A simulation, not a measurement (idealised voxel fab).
process module | voxel self aligned contacts
cross-section cut | 200 nm wide | cells 5 nm
A cross-section is a grid of square cells, given in bands from the top down. A band is one or more rows of cells.
Each band's line starts with the height of the band's top and of its bottom, in nm. Then come its materials from left to right, each with its width in nm. One material with "throughout" fills the band from edge to edge. "air" is empty space.
Height 0 is the level under which the wafer as received is all one material. The lowest band goes on downwards, as in "0 down".
A width such as "30 to 40" changes by the same amount from each row of cells to the next, from the band's top row to its bottom row.
"no change" after a step means that no cell of the cross-section changed.
closed voids: empty space of 8 cells or more with no open way to the top, each as width x height at its distance from the left edge, in nm
after a step's settings: what the simulator itself notes on the step
overlay nm, on a step with a mask: how far to the right of its planned place the mask lay; to the left if negative
plan
1 op RECEIVE | material Si
2 op OXIDIZE | depth nm 5
3 op DIRECTIONAL_DEP | material polySi | thk nm 25
4 op DIRECTIONAL_DEP | material SiN | thk nm 20
5 op DIRECTIONAL_DEP | material aC | thk nm 10
6 op PATTERN | tone cover | mask id GATE | material resist | width nm 30 | pitch nm 65 | thk nm 30 | overlay nm 0
7 op DIRECTIONAL_ETCH | etch materials aC | depth nm 10
8 op STRIP | etch materials resist
9 op DIRECTIONAL_ETCH | etch materials SiN | depth nm 20
10 op DIRECTIONAL_ETCH | etch materials polySi | depth nm 25
11 op STRIP | etch materials aC
12 op CONFORMAL_DEP | material SiN | thk nm 10
13 op DIRECTIONAL_ETCH | etch materials SiN | depth nm 10
14 op FILL_DEP | material SiO2 | thk nm 15
15 op CMP | height nm 55
16 op DIRECTIONAL_DEP | material aC | thk nm 15
17 op PATTERN | tone open | mask id CONTACT | material resist | width nm 45 | thk nm 30 | overlay nm 0
18 op DIRECTIONAL_ETCH | etch materials aC | depth nm 15
19 op STRIP | etch materials resist
20 op DIRECTIONAL_ETCH | etch materials SiO2 | depth nm 60
21 op STRIP | etch materials aC
22 op CONFORMAL_DEP | material TiN | thk nm 5
23 op FILL_DEP | material Ru | thk nm 5
24 op CMP | height nm 55
25 op CONFORMAL_DEP | material SiCN | thk nm 5
first wafer, as planned
as received, after step 1
  0 down: Si throughout
  closed voids: none
after step 2
  0 to -5: SiO2 throughout
  below -5: unchanged
after step 3
  25 to 0: polySi throughout
  below 0: unchanged
after step 4
  45 to 25: SiN throughout
  below 25: unchanged
after step 5
  55 to 45: aC throughout
  below 45: unchanged
after step 6
  85 to 55: air 50 | resist 30 | air 35 | resist 30 | air 55
  below 55: unchanged
after step 7
  75 to 55: air 50 | resist 30 | air 35 | resist 30 | air 55
  55 to 45: air 50 | aC 30 | air 35 | aC 30 | air 55
  below 45: unchanged
after step 8
  55 to 45: air 50 | aC 30 | air 35 | aC 30 | air 55
  below 45: unchanged
after step 9
  55 to 45: air 50 | aC 30 | air 35 | aC 30 | air 55
  45 to 25: air 50 | SiN 30 | air 35 | SiN 30 | air 55
  below 25: unchanged
after step 10
  55 to 45: air 50 | aC 30 | air 35 | aC 30 | air 55
  45 to 25: air 50 | SiN 30 | air 35 | SiN 30 | air 55
  25 to 0: air 50 | polySi 30 | air 35 | polySi 30 | air 55
  below 0: unchanged
after step 11
  45 to 25: air 50 | SiN 30 | air 35 | SiN 30 | air 55
  below 25: unchanged
after step 12
  55 to 25: air 40 | SiN 50 | air 15 | SiN 50 | air 45
  25 to 10: air 40 | SiN 10 | polySi 30 | SiN 10 | air 15 | SiN 10 | polySi 30 | SiN 10 | air 45
  10 to 0: SiN 50 | polySi 30 | SiN 35 | polySi 30 | SiN 55
  below 0: unchanged
after step 13
  45 to 25: air 40 | SiN 50 | air 15 | SiN 50 | air 45
  25 to 0: air 40 | SiN 10 | polySi 30 | SiN 10 | air 15 | SiN 10 | polySi 30 | SiN 10 | air 45
  below 0: unchanged
after step 14
  60 to 45: SiO2 throughout
  45 to 25: SiO2 40 | SiN 50 | SiO2 15 | SiN 50 | SiO2 45
  25 to 0: SiO2 40 | SiN 10 | polySi 30 | SiN 10 | SiO2 15 | SiN 10 | polySi 30 | SiN 10 | SiO2 45
  below 0: unchanged
after step 15
  55 to 45: SiO2 throughout
  below 45: unchanged
after step 16
  70 to 55: aC throughout
  below 55: unchanged
after step 17
  100 to 70: resist 75 | air 45 | resist 80
  below 70: unchanged
after step 18
  85 to 70: resist 75 | air 45 | resist 80
  70 to 55: aC 75 | air 45 | aC 80
  below 55: unchanged
after step 19
  70 to 55: aC 75 | air 45 | aC 80
  below 55: unchanged
after step 20
  70 to 55: aC 75 | air 45 | aC 80
  55 to 45: SiO2 75 | air 45 | SiO2 80
  45 to 25: SiO2 40 | SiN 50 | air 15 | SiN 50 | SiO2 45
  25 to 0: SiO2 40 | SiN 10 | polySi 30 | SiN 10 | air 15 | SiN 10 | polySi 30 | SiN 10 | SiO2 45
  0 to -5: SiO2 90 | air 15 | SiO2 95
  below -5: unchanged
after step 21
  55 to 45: SiO2 75 | air 45 | SiO2 80
  below 45: unchanged
after step 22
  60 to 55: TiN 80 | air 35 | TiN 85
  55 to 45: SiO2 75 | TiN 5 to 20 | air 35 to 5 | TiN 5 to 20 | SiO2 80
  45 to 25: SiO2 40 | SiN 50 | TiN 5 | air 5 | TiN 5 | SiN 50 | SiO2 45
  25 to 0: SiO2 40 | SiN 10 | polySi 30 | SiN 10 | TiN 5 | air 5 | TiN 5 | SiN 10 | polySi 30 | SiN 10 | SiO2 45
  0 to -5: SiO2 90 | TiN 15 | SiO2 95
  below -5: unchanged
after step 23
  65 to 60: Ru throughout
  60 to 55: TiN 80 | Ru 35 | TiN 85
  55 to 45: SiO2 75 | TiN 5 to 20 | Ru 35 to 5 | TiN 5 to 20 | SiO2 80
  45 to 25: SiO2 40 | SiN 50 | TiN 5 | Ru 5 | TiN 5 | SiN 50 | SiO2 45
  25 to 0: SiO2 40 | SiN 10 | polySi 30 | SiN 10 | TiN 5 | Ru 5 | TiN 5 | SiN 10 | polySi 30 | SiN 10 | SiO2 45
  below 0: unchanged
after step 24
  55 to 45: SiO2 75 | TiN 5 to 20 | Ru 35 to 5 | TiN 5 to 20 | SiO2 80
  below 45: unchanged
after step 25
  60 to 55: SiCN throughout
  below 55: unchanged
second wafer: like start, like plan, one mistake. Through step 9 it matches the first wafer
when step 10 should have ended
  55 to 45: air 50 | aC 30 | air 35 | aC 30 | air 55
  45 to 25: air 50 | SiN 30 | air 35 | SiN 30 | air 55
  25 to 5: air 50 | polySi 30 | air 35 | polySi 30 | air 55
  below 5: unchanged
when step 11 should have ended
  45 to 25: air 50 | SiN 30 | air 35 | SiN 30 | air 55
  below 25: unchanged
when step 12 should have ended
  55 to 25: air 40 | SiN 50 | air 15 | SiN 50 | air 45
  25 to 15: air 40 | SiN 10 | polySi 30 | SiN 10 | air 15 | SiN 10 | polySi 30 | SiN 10 | air 45
  15 to 5: SiN 50 | polySi 30 | SiN 35 | polySi 30 | SiN 55
  below 5: unchanged
when step 13 should have ended
  45 to 25: air 40 | SiN 50 | air 15 | SiN 50 | air 45
  25 to 5: air 40 | SiN 10 | polySi 30 | SiN 10 | air 15 | SiN 10 | polySi 30 | SiN 10 | air 45
  below 5: unchanged
when step 14 should have ended
  60 to 45: SiO2 throughout
  45 to 25: SiO2 40 | SiN 50 | SiO2 15 | SiN 50 | SiO2 45
  25 to 5: SiO2 40 | SiN 10 | polySi 30 | SiN 10 | SiO2 15 | SiN 10 | polySi 30 | SiN 10 | SiO2 45
  below 5: unchanged
when step 15 should have ended
  55 to 45: SiO2 throughout
  below 45: unchanged
when step 16 should have ended
  70 to 55: aC throughout
  below 55: unchanged
when step 17 should have ended
  100 to 70: resist 75 | air 45 | resist 80
  below 70: unchanged
when step 18 should have ended
  85 to 70: resist 75 | air 45 | resist 80
  70 to 55: aC 75 | air 45 | aC 80
  below 55: unchanged
when step 19 should have ended
  70 to 55: aC 75 | air 45 | aC 80
  below 55: unchanged
when step 20 should have ended
  70 to 55: aC 75 | air 45 | aC 80
  55 to 45: SiO2 75 | air 45 | SiO2 80
  45 to 25: SiO2 40 | SiN 50 | air 15 | SiN 50 | SiO2 45
  25 to 5: SiO2 40 | SiN 10 | polySi 30 | SiN 10 | air 15 | SiN 10 | polySi 30 | SiN 10 | SiO2 45
  below 5: unchanged
when step 21 should have ended
  55 to 45: SiO2 75 | air 45 | SiO2 80
  below 45: unchanged
when step 22 should have ended
  60 to 55: TiN 80 | air 35 | TiN 85
  55 to 45: SiO2 75 | TiN 5 to 20 | air 35 to 5 | TiN 5 to 20 | SiO2 80
  45 to 25: SiO2 40 | SiN 50 | TiN 5 | air 5 | TiN 5 | SiN 50 | SiO2 45
  25 to 10: SiO2 40 | SiN 10 | polySi 30 | SiN 10 | TiN 5 | air 5 | TiN 5 | SiN 10 | polySi 30 | SiN 10 | SiO2 45
  10 to 5: SiO2 40 | SiN 10 | polySi 30 | SiN 10 | TiN 15 | SiN 10 | polySi 30 | SiN 10 | SiO2 45
  below 5: unchanged
when step 23 should have ended
  65 to 60: Ru throughout
  60 to 55: TiN 80 | Ru 35 | TiN 85
  55 to 45: SiO2 75 | TiN 5 to 20 | Ru 35 to 5 | TiN 5 to 20 | SiO2 80
  45 to 25: SiO2 40 | SiN 50 | TiN 5 | Ru 5 | TiN 5 | SiN 50 | SiO2 45
  25 to 10: SiO2 40 | SiN 10 | polySi 30 | SiN 10 | TiN 5 | Ru 5 | TiN 5 | SiN 10 | polySi 30 | SiN 10 | SiO2 45
  below 10: unchanged
when step 24 should have ended
  55 to 45: SiO2 75 | TiN 5 to 20 | Ru 35 to 5 | TiN 5 to 20 | SiO2 80
  below 45: unchanged
when step 25 should have ended
  60 to 55: SiCN throughout
  below 55: unchanged
what went wrong: step 10 ran as: op DIRECTIONAL_ETCH | etch materials polySi | depth nm 20
at the end the second wafer has, in cells: 2 fewer of Ru | 8 fewer of SiN | 14 fewer of SiO2 | 4 fewer of TiN | 28 more of polySi
